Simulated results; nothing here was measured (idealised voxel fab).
voxel capacitor over wiring: a process module
FYI the section here is cut, 235 nm wide, cells are 5 nm squares.
A cross-section is written here as square cells arranged in a grid, and it is given in bands from the top down, each band taking up one or more rows of cells.
Per band: top height and bottom height in nm, followed by the left-to-right materials and their widths in nm; "edge to edge" marks a single material spanning edge to edge, "blank" marks empty space.
Heads up on the height convention: 0 is the point under which the incoming wafer is all one material, and the lowest band has no bottom, it just keeps going down, like "0 -> down".
A width given as "30..40" starts at the first number in the band's top row and ends at the second number in its bottom row, shifting by an equal amount at every step from row to row.
"no alteration" -> step changed no cross-section cell.
Look at "Unvented cavities" for the closed voids: empty spaces with no open path to the top, sized 8 cells or up. Each is width x height at distance, distance from the left edge, all nm.
It should be noted that, on the line of a given step, the content following the step's settings is a remark produced by the simulator itself with respect to that step.
overlay nm: right-of-plan distance of the mask on a masked step; negative values mean left-of-plan.
[Steps planned for the process]
1. RECEIVE with material Si
2. CONFORMAL_DEP with material SiO2, thk nm 15
3. CONFORMAL_DEP with material SiCN, thk nm 5
4. DIRECTIONAL_DEP with material SiO2, thk nm 15
5. DIRECTIONAL_DEP with material aC, thk nm 10
6. PATTERN with tone open, mask id METAL_1, material resist, width nm 30, pitch nm 95, thk nm 25, overlay nm 0
7. DIRECTIONAL_ETCH with etch materials aC, depth nm 10
8. STRIP with etch materials resist
9. DIRECTIONAL_ETCH with etch materials SiO2, depth nm 15
10. DIRECTIONAL_ETCH with etch materials SiCN, depth nm 5
11. STRIP with etch materials aC
12. CONFORMAL_DEP with material TiN, thk nm 5
13. FILL_DEP with material Cu, thk nm 5
14. CMP with height nm 35
15. CONFORMAL_DEP with material SiCN, thk nm 5
16. DIRECTIONAL_DEP with material SiO2, thk nm 15
17. MASKED_ETCH with tone open, mask id PLUG_1, width nm 15, etch materials SiO2, depth nm 15, overlay nm 0
18. MASKED_ETCH with tone open, mask id PLUG_1, width nm 15, etch materials SiCN, depth nm 5, overlay nm 0
19. CONFORMAL_DEP with material TiN, thk nm 5
20. FILL_DEP with material Cu, thk nm 10
21. CMP with height nm 55
22. DIRECTIONAL_DEP with material TiN, thk nm 10
23. DIRECTIONAL_DEP with material SiN, thk nm 5
24. DIRECTIONAL_DEP with material TiN, thk nm 5
25. PATTERN with tone cover, mask id UPPER_PLATE, material resist, width nm 70, thk nm 20, overlay nm 0
26. DIRECTIONAL_ETCH with etch materials TiN, depth nm 5
27. DIRECTIONAL_ETCH with etch materials SiN, depth nm 5
28. STRIP with etch materials resist
29. PATTERN with tone cover, mask id LOWER_PLATE, material resist, width nm 80, thk nm 20, overlay nm 0
30. DIRECTIONAL_ETCH with etch materials TiN, depth nm 10
31. STRIP with etch materials resist
32. FILL_DEP with material SiO2, thk nm 20
33. CMP with height nm 90
34. DIRECTIONAL_DEP with material aC, thk nm 10
35. PATTERN with tone open, mask id PLUG_2, material resist, width nm 15, thk nm 30, overlay nm 0
36. DIRECTIONAL_ETCH with etch materials aC, depth nm 10
37. STRIP with etch materials resist
38. DIRECTIONAL_ETCH with etch materials SiO2, depth nm 15
39. STRIP with etch materials aC
40. CONFORMAL_DEP with material TiN, thk nm 5
41. FILL_DEP with material Ru, thk nm 10
42. CMP with height nm 90
43. CONFORMAL_DEP with material SiCN, thk nm 5
[Incoming wafer, cross-sectional view, post step 1]
	0 -> down: Si edge to edge
	Unvented cavities: none
[Module complete, cross-section. Starting point and plan per above. One mistake made in running the module]
	95 -> 90: SiCN edge to edge
	90 -> 80: 80 nm SiO2, 5 nm TiN, 5 nm Ru, 5 nm TiN, 140 nm SiO2
	80 -> 70: 80..65 nm SiO2, 15..70 nm TiN, 140..100 nm SiO2
	70 -> 65: 65 nm SiO2, 70 nm SiN, 100 nm SiO2
	65 -> 55: 65 nm SiO2, 80 nm TiN, 90 nm SiO2
	55 -> 40: 70 nm SiO2, 5 nm TiN, 5 nm Cu, 5 nm TiN, 150 nm SiO2
	40 -> 35: 70 nm SiCN, 15 nm TiN, 150 nm SiCN
	35 -> 20: 55 nm SiO2, 5 nm TiN, 20 nm Cu, 5 nm TiN, 65 nm SiO2, 5 nm TiN, 20 nm Cu, 5 nm TiN, 55 nm SiO2
	20 -> 15: 55 nm SiCN, 30 nm TiN, 65 nm SiCN, 30 nm TiN, 55 nm SiCN
	15 -> 0: SiO2 edge to edge
	0 -> down: Si edge to edge
	Unvented cavities: none
The plan and the run diverged here: step 25 off recipe, ran as PATTERN with tone cover, mask id UPPER_PLATE, material resist, width nm 70, thk nm 20, overlay nm -5
